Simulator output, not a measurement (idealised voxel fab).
process module | voxel transistor to metal
cross-section cut | 165 nm wide | cells 5 nm
A cross-section is a grid of square cells, given in bands from the top down. A band is one or more rows of cells.
Each band's line starts with the height of the band's top and of its bottom, in nm. Then come its materials from left to right, each with its width in nm. One material with "throughout" fills the band from edge to edge. "air" is empty space.
Height 0 is the level under which the wafer as received is all one material. The lowest band goes on downwards, as in "0 down".
A width such as "30 to 40" changes by the same amount from each row of cells to the next, from the band's top row to its bottom row.
"no change" after a step means that no cell of the cross-section changed.
closed voids: empty space of 8 cells or more with no open way to the top, each as width x height at its distance from the left edge, in nm
after a step's settings: what the simulator itself notes on the step
overlay nm, on a step with a mask: how far to the right of its planned place the mask lay; to the left if negative
Each pair below shows a cross-section before one step and the cross-section after it, down to the lowest band that changed. The line under each pair gives the step between them, with its settings. The pairs can come from different runs of this module on the same starting wafer, so a pair continues from the pair above only where its "before" says so.
before
  95 to 85: SiO2 35 | TiN 5 | Cu 10 | TiN 5 | SiO2 55 | TiN 5 | Cu 10 | TiN 5 | SiO2 35
  85 to 80: SiO2 35 | TiN 5 | Cu 5 | TiN 10 | SiO2 55 | TiN 5 | Cu 5 | TiN 10 | SiO2 35
  80 to 65: SiO2 35 | TiN 5 | Cu 5 | TiN 5 | SiO2 60 | TiN 5 | Cu 5 | TiN 5 | SiO2 40
  65 to 60: SiCN 35 | TiN 15 | SiCN 60 | TiN 15 | SiCN 40
  60 to 45: lowk 35 | W 20 | lowk 55 | W 20 | lowk 35
  45 to 40: lowk 35 | TiN 20 | lowk 55 | TiN 20 | lowk 35
  40 to 30: SiO2 35 | TiN 5 | Ru 20 | TiN 5 | SiO2 35 | TiN 5 | Ru 20 | TiN 5 | SiO2 35
  30 to 25: SiO2 35 | TiN 5 | Ru 15 | TiN 10 | SiO2 35 | TiN 10 | Ru 15 | TiN 5 | SiO2 35
  25 to 15: SiO2 35 | TiN 5 | Ru 15 | TiN 5 | SiN 10 | SiCN 25 | SiN 10 | TiN 5 | Ru 15 | TiN 5 | SiO2 35
  15 to 5: SiO2 35 | TiN 5 | Ru 15 | TiN 5 | SiN 10 | polySi 25 | SiN 10 | TiN 5 | Ru 15 | TiN 5 | SiO2 35
  5 to 0: SiO2 35 | TiN 25 | SiN 10 | polySi 25 | SiN 10 | TiN 25 | SiO2 35
  0 to -5: SiO2 25 | SiN 10 | nSi 10 | TiN 5 | nSi 10 | SiN 10 | polySi 25 | SiN 10 | nSi 10 | TiN 5 | nSi 10 | SiN 10 | SiO2 25
  -5 to -10: SiO2 35 | nSi 25 | SiO2 45 | nSi 25 | SiO2 35
  -10 to -15: SiO2 30 | Si 5 | nSi 25 | Si 45 | nSi 25 | Si 5 | SiO2 30
  -15 to -40: SiO2 30 | Si 105 | SiO2 30
  -40 down: Si throughout
  closed voids: none
after
  100 to 95: polySi throughout
  below 95: unchanged
  closed voids: none
the step between: op CONFORMAL_DEP | material polySi | thk nm 5
before
  10 to 0: SiN throughout
  0 to -5: SiO2 throughout
  -5 down: Si throughout
  closed voids: none
after
  10 to 0: SiN 30 | air 105 | SiN 30
  below 0: unchanged
  closed voids: none
the step between: op MASKED_ETCH | tone open | mask id ACTIVE | width nm 105 | etch materials SiN | depth nm 10 | overlay nm 0
before: the cross-section after the pair above
after
  20 to 10: SiO2 throughout
  10 to 0: SiN 30 | SiO2 105 | SiN 30
  below 0: unchanged
  closed voids: none
the step between: op FILL_DEP | material SiO2 | thk nm 10
before: the cross-section after the pair above
after
  10 to 0: SiN 30 | SiO2 105 | SiN 30
  below 0: unchanged
  closed voids: none
the step between: op CMP | height nm 10
before: the cross-section after the pair above
after
  10 to 5: SiN 30 | air 105 | SiN 30
  below 5: unchanged
  closed voids: none
the step between: op SELECTIVE_ETCH | etch materials SiO2 | depth nm 5
before: the cross-section after the pair above
after
  5 to 0: air 30 | SiO2 105 | air 30
  below 0: unchanged
  closed voids: none
the step between: op STRIP | etch materials SiN
before: the cross-section after the pair above
after
  0 to -5: air 35 | SiO2 95 | air 35
  below -5: unchanged
  closed voids: none
the step between: op SELECTIVE_ETCH | etch materials SiO2 | depth nm 5
before: the cross-section after the pair above
after
  0 to -5: air 35 | SiO2 95 | air 35
  -5 to -10: SiO2 40 | Si 85 | SiO2 40
  below -10: unchanged
  closed voids: none
the step between: op OXIDIZE | depth nm 5
before: the cross-section after the pair above
after
  20 to 15: air 35 | polySi 95 | air 35
  15 to 0: polySi throughout
  0 to -5: polySi 35 | SiO2 95 | polySi 35
  below -5: unchanged
  closed voids: none
the step between: op DIRECTIONAL_DEP | material polySi | thk nm 20
before: the cross-section after the pair above
after
  30 to 25: air 35 | SiCN 95 | air 35
  25 to 20: SiCN throughout
  20 to 15: SiCN 35 | polySi 95 | SiCN 35
  below 15: unchanged
  closed voids: none
the step between: op DIRECTIONAL_DEP | material SiCN | thk nm 10
before: the cross-section after the pair above
after
  50 to 30: air 70 | resist 25 | air 70
  below 30: unchanged
  closed voids: none
the step between: op PATTERN | tone cover | mask id GATE | material resist | width nm 25 | thk nm 20 | overlay nm 0
before: the cross-section after the pair above
after
  50 to 30: air 70 | resist 25 | air 70
  30 to 20: air 70 | SiCN 25 | air 70
  20 to 15: air 35 | polySi 95 | air 35
  below 15: unchanged
  closed voids: none
the step between: op DIRECTIONAL_ETCH | etch materials SiCN | depth nm 20
before: the cross-section after the pair above
after
  50 to 30: air 70 | resist 25 | air 70
  30 to 20: air 70 | SiCN 25 | air 70
  20 to 0: air 70 | polySi 25 | air 70
  0 to -5: air 35 | SiO2 95 | air 35
  below -5: unchanged
  closed voids: none
the step between: op DIRECTIONAL_ETCH | etch materials polySi | depth nm 30
before: the cross-section after the pair above
after
  30 to 20: air 70 | SiCN 25 | air 70
  below 20: unchanged
  closed voids: none
the step between: op STRIP | etch materials resist
before: the cross-section after the pair above
after
  40 to 30: air 60 | SiN 45 | air 60
  30 to 20: air 60 | SiN 10 | SiCN 25 | SiN 10 | air 60
  20 to 10: air 60 | SiN 10 | polySi 25 | SiN 10 | air 60
  10 to 5: air 25 | SiN 45 | polySi 25 | SiN 45 | air 25
  5 to 0: SiN 70 | polySi 25 | SiN 70
  0 to -5: SiN 35 | SiO2 95 | SiN 35
  below -5: unchanged
  closed voids: none
the step between: op CONFORMAL_DEP | material SiN | thk nm 10
before: the cross-section after the pair above
after
  30 to 20: air 60 | SiN 10 | SiCN 25 | SiN 10 | air 60
  20 to 0: air 60 | SiN 10 | polySi 25 | SiN 10 | air 60
  0 to -5: air 25 | SiN 10 | SiO2 95 | SiN 10 | air 25
  below -5: unchanged
  closed voids: none
the step between: op DIRECTIONAL_ETCH | etch materials SiN | depth nm 10
before: the cross-section after the pair above
after
  30 to 20: air 60 | SiN 10 | SiCN 25 | SiN 10 | air 60
  20 to 0: air 60 | SiN 10 | polySi 25 | SiN 10 | air 60
  0 to -5: air 25 | SiN 10 | air 25 | SiO2 45 | air 25 | SiN 10 | air 25
  -5 to -10: air 25 | SiO2 15 | Si 85 | SiO2 15 | air 25
  below -10: unchanged
  closed voids: none
the step between: op DIRECTIONAL_ETCH | etch materials SiO2 | depth nm 5
before: the cross-section after the pair above
after
  30 to 20: air 60 | SiN 10 | SiCN 25 | SiN 10 | air 60
  20 to 0: air 60 | SiN 10 | polySi 25 | SiN 10 | air 60
  0 to -5: air 25 | SiN 10 | air 25 | SiO2 45 | air 25 | SiN 10 | air 25
  -5 to -10: air 25 | SiO2 15 | air 20 | Si 45 | air 20 | SiO2 15 | air 25
  -10 to -15: air 25 | Si 115 | air 25
  below -15: unchanged
  closed voids: none
the step between: op DIRECTIONAL_ETCH | etch materials Si | depth nm 5
before: the cross-section after the pair above
after
  30 to 20: air 60 | SiN 10 | SiCN 25 | SiN 10 | air 60
  20 to 5: air 60 | SiN 10 | polySi 25 | SiN 10 | air 60
  5 to 0: air 50 | nSi 10 | SiN 10 | polySi 25 | SiN 10 | nSi 10 | air 50
  0 to -5: air 15 | nSi 10 | SiN 10 | nSi 25 | SiO2 45 | nSi 25 | SiN 10 | nSi 10 | air 15
  -5 to -10: nSi 25 | SiO2 15 | nSi 20 | Si 45 | nSi 20 | SiO2 15 | nSi 25
  -10 to -15: nSi 25 | Si 115 | nSi 25
  below -15: unchanged
  closed voids: none
the step between: op EPI | material nSi | thk nm 10
before: the cross-section after the pair above
after
  35 to 30: SiO2 throughout
  30 to 20: SiO2 60 | SiN 10 | SiCN 25 | SiN 10 | SiO2 60
  20 to 5: SiO2 60 | SiN 10 | polySi 25 | SiN 10 | SiO2 60
  5 to 0: SiO2 50 | nSi 10 | SiN 10 | polySi 25 | SiN 10 | nSi 10 | SiO2 50
  0 to -5: SiO2 15 | nSi 10 | SiN 10 | nSi 25 | SiO2 45 | nSi 25 | SiN 10 | nSi 10 | SiO2 15
  below -5: unchanged
  closed voids: none
the step between: op FILL_DEP | material SiO2 | thk nm 5
before: the cross-section after the pair above
after
  25 to 20: SiO2 60 | SiN 10 | SiCN 25 | SiN 10 | SiO2 60
  below 20: unchanged
  closed voids: none
the step between: op CMP | height nm 25
before: the cross-section after the pair above
after
  40 to 25: SiO2 throughout
  below 25: unchanged
  closed voids: none
the step between: op DIRECTIONAL_DEP | material SiO2 | thk nm 15
before: the cross-section after the pair above
after
  40 to 25: SiO2 35 | air 30 | SiO2 35 | air 30 | SiO2 35
  25 to 20: SiO2 35 | air 25 | SiN 10 | SiCN 25 | SiN 10 | air 25 | SiO2 35
  20 to 5: SiO2 35 | air 25 | SiN 10 | polySi 25 | SiN 10 | air 25 | SiO2 35
  5 to 0: SiO2 35 | air 15 | nSi 10 | SiN 10 | polySi 25 | SiN 10 | nSi 10 | air 15 | SiO2 35
  below 0: unchanged
  closed voids: none
the step between: op MASKED_ETCH | tone open | mask id CONTACT | width nm 30 | pitch nm 65 | etch materials SiO2 | depth nm 45 | overlay nm 0
before: the cross-section after the pair above
after
  45 to 40: TiN 40 | air 20 | TiN 45 | air 20 | TiN 40
  40 to 30: SiO2 35 | TiN 5 | air 20 | TiN 5 | SiO2 35 | TiN 5 | air 20 | TiN 5 | SiO2 35
  30 to 25: SiO2 35 | TiN 5 | air 15 | TiN 10 | SiO2 35 | TiN 10 | air 15 | TiN 5 | SiO2 35
  25 to 20: SiO2 35 | TiN 5 | air 15 | TiN 5 | SiN 10 | SiCN 25 | SiN 10 | TiN 5 | air 15 | TiN 5 | SiO2 35
  20 to 10: SiO2 35 | TiN 5 | air 15 | TiN 5 | SiN 10 | polySi 25 | SiN 10 | TiN 5 | air 15 | TiN 5 | SiO2 35
  10 to 5: SiO2 35 | TiN 5 | air 5 | TiN 15 | SiN 10 | polySi 25 | SiN 10 | TiN 15 | air 5 | TiN 5 | SiO2 35
  5 to 0: SiO2 35 | TiN 15 | nSi 10 | SiN 10 | polySi 25 | SiN 10 | nSi 10 | TiN 15 | SiO2 35
  below 0: unchanged
  closed voids: none
the step between: op CONFORMAL_DEP | material TiN | thk nm 5
before: the cross-section after the pair above
after
  50 to 45: Ru throughout
  45 to 40: TiN 40 | Ru 20 | TiN 45 | Ru 20 | TiN 40
  40 to 30: SiO2 35 | TiN 5 | Ru 20 | TiN 5 | SiO2 35 | TiN 5 | Ru 20 | TiN 5 | SiO2 35
  30 to 25: SiO2 35 | TiN 5 | Ru 15 | TiN 10 | SiO2 35 | TiN 10 | Ru 15 | TiN 5 | SiO2 35
  25 to 20: SiO2 35 | TiN 5 | Ru 15 | TiN 5 | SiN 10 | SiCN 25 | SiN 10 | TiN 5 | Ru 15 | TiN 5 | SiO2 35
  20 to 10: SiO2 35 | TiN 5 | Ru 15 | TiN 5 | SiN 10 | polySi 25 | SiN 10 | TiN 5 | Ru 15 | TiN 5 | SiO2 35
  10 to 5: SiO2 35 | TiN 5 | Ru 5 | TiN 15 | SiN 10 | polySi 25 | SiN 10 | TiN 15 | Ru 5 | TiN 5 | SiO2 35
  below 5: unchanged
  closed voids: none
the step between: op FILL_DEP | material Ru | thk nm 5
before: the cross-section after the pair above
after
  40 to 30: SiO2 35 | TiN 5 | Ru 20 | TiN 5 | SiO2 35 | TiN 5 | Ru 20 | TiN 5 | SiO2 35
  below 30: unchanged
  closed voids: none
the step between: op CMP | height nm 40
before: the cross-section after the pair above
after
  45 to 40: TiN throughout
  below 40: unchanged
  closed voids: none
the step between: op DIRECTIONAL_DEP | material TiN | thk nm 5
before: the cross-section after the pair above
after
  60 to 45: W throughout
  below 45: unchanged
  closed voids: none
the step between: op DIRECTIONAL_DEP | material W | thk nm 15
before: the cross-section after the pair above
after
  75 to 60: aC throughout
  below 60: unchanged
  closed voids: none
the step between: op DIRECTIONAL_DEP | material aC | thk nm 15
before: the cross-section after the pair above
after
  105 to 75: air 35 | resist 20 | air 55 | resist 20 | air 35
  below 75: unchanged
  closed voids: none
the step between: op PATTERN | tone cover | mask id METAL_1 | material resist | width nm 20 | pitch nm 75 | thk nm 30 | overlay nm 0
before: the cross-section after the pair above
after
  90 to 75: air 35 | resist 20 | air 55 | resist 20 | air 35
  75 to 60: air 35 | aC 20 | air 55 | aC 20 | air 35
  below 60: unchanged
  closed voids: none
the step between: op DIRECTIONAL_ETCH | etch materials aC | depth nm 15
before: the cross-section after the pair above
after
  75 to 60: air 35 | aC 20 | air 55 | aC 20 | air 35
  below 60: unchanged
  closed voids: none
the step between: op STRIP | etch materials resist
before: the cross-section after the pair above
after
  75 to 60: air 35 | aC 20 | air 55 | aC 20 | air 35
  60 to 45: air 35 | W 20 | air 55 | W 20 | air 35
  below 45: unchanged
  closed voids: none
the step between: op DIRECTIONAL_ETCH | etch materials W | depth nm 15
before: the cross-section after the pair above
after
  75 to 60: air 35 | aC 20 | air 55 | aC 20 | air 35
  60 to 45: air 35 | W 20 | air 55 | W 20 | air 35
  45 to 40: air 35 | TiN 20 | air 55 | TiN 20 | air 35
  below 40: unchanged
  closed voids: none
the step between: op DIRECTIONAL_ETCH | etch materials TiN | depth nm 5
before: the cross-section after the pair above
after
  60 to 45: air 35 | W 20 | air 55 | W 20 | air 35
  below 45: unchanged
  closed voids: none
the step between: op STRIP | etch materials aC
before: the cross-section after the pair above
after
  65 to 60: lowk throughout
  60 to 45: lowk 35 | W 20 | lowk 55 | W 20 | lowk 35
  45 to 40: lowk 35 | TiN 20 | lowk 55 | TiN 20 | lowk 35
  below 40: unchanged
  closed voids: none
the step between: op FILL_DEP | material lowk | thk nm 5
before: the cross-section after the pair above
after
  60 to 45: lowk 35 | W 20 | lowk 55 | W 20 | lowk 35
  below 45: unchanged
  closed voids: none
the step between: op CMP | height nm 60
before: the cross-section after the pair above
after
  65 to 60: SiCN throughout
  below 60: unchanged
  closed voids: none
the step between: op CONFORMAL_DEP | material SiCN | thk nm 5
before: the cross-section after the pair above
after
  95 to 65: SiO2 throughout
  below 65: unchanged
  closed voids: none
the step between: op DIRECTIONAL_DEP | material SiO2 | thk nm 30
before: the cross-section after the pair above
after
  95 to 80: SiO2 35 | air 20 | SiO2 55 | air 20 | SiO2 35
  below 80: unchanged
  closed voids: none
the step between: op MASKED_ETCH | tone open | mask id METAL_2 | width nm 20 | pitch nm 75 | etch materials SiO2 | depth nm 15 | overlay nm 0
before: the cross-section after the pair above
after
  95 to 80: SiO2 35 | air 20 | SiO2 55 | air 20 | SiO2 35
  80 to 65: SiO2 35 | air 15 | SiO2 60 | air 15 | SiO2 40
  below 65: unchanged
  closed voids: none
the step between: op MASKED_ETCH | tone open | mask id METAL_2_HOLES | width nm 15 | pitch nm 75 | etch materials SiO2 | depth nm 15 | overlay nm 0
before: the cross-section after the pair above
after
  95 to 80: SiO2 35 | air 20 | SiO2 55 | air 20 | SiO2 35
  80 to 65: SiO2 35 | air 15 | SiO2 60 | air 15 | SiO2 40
  65 to 60: SiCN 35 | air 15 | SiCN 60 | air 15 | SiCN 40
  below 60: unchanged
  closed voids: none
the step between: op MASKED_ETCH | tone open | mask id METAL_2_HOLES | width nm 15 | pitch nm 75 | etch materials SiCN | depth nm 5 | overlay nm 0
before: the cross-section after the pair above
after
  100 to 95: TiN 40 | air 10 | TiN 65 | air 10 | TiN 40
  95 to 85: SiO2 35 | TiN 5 | air 10 | TiN 5 | SiO2 55 | TiN 5 | air 10 | TiN 5 | SiO2 35
  85 to 80: SiO2 35 | TiN 5 | air 5 | TiN 10 | SiO2 55 | TiN 5 | air 5 | TiN 10 | SiO2 35
  80 to 65: SiO2 35 | TiN 5 | air 5 | TiN 5 | SiO2 60 | TiN 5 | air 5 | TiN 5 | SiO2 40
  65 to 60: SiCN 35 | TiN 15 | SiCN 60 | TiN 15 | SiCN 40
  below 60: unchanged
  closed voids: none
the step between: op CONFORMAL_DEP | material TiN | thk nm 5
before: the cross-section after the pair above
after
  105 to 100: Cu throughout
  100 to 95: TiN 40 | Cu 10 | TiN 65 | Cu 10 | TiN 40
  95 to 85: SiO2 35 | TiN 5 | Cu 10 | TiN 5 | SiO2 55 | TiN 5 | Cu 10 | TiN 5 | SiO2 35
  85 to 80: SiO2 35 | TiN 5 | Cu 5 | TiN 10 | SiO2 55 | TiN 5 | Cu 5 | TiN 10 | SiO2 35
  80 to 65: SiO2 35 | TiN 5 | Cu 5 | TiN 5 | SiO2 60 | TiN 5 | Cu 5 | TiN 5 | SiO2 40
  below 65: unchanged
  closed voids: none
the step between: op FILL_DEP | material Cu | thk nm 5
before: the cross-section after the pair above
after
  95 to 85: SiO2 35 | TiN 5 | Cu 10 | TiN 5 | SiO2 55 | TiN 5 | Cu 10 | TiN 5 | SiO2 35
  below 85: unchanged
  closed voids: none
the step between: op CMP | height nm 95
before: the cross-section after the pair above
after
  100 to 95: SiN throughout
  below 95: unchanged
  closed voids: none
the step between: op CONFORMAL_DEP | material SiN | thk nm 5
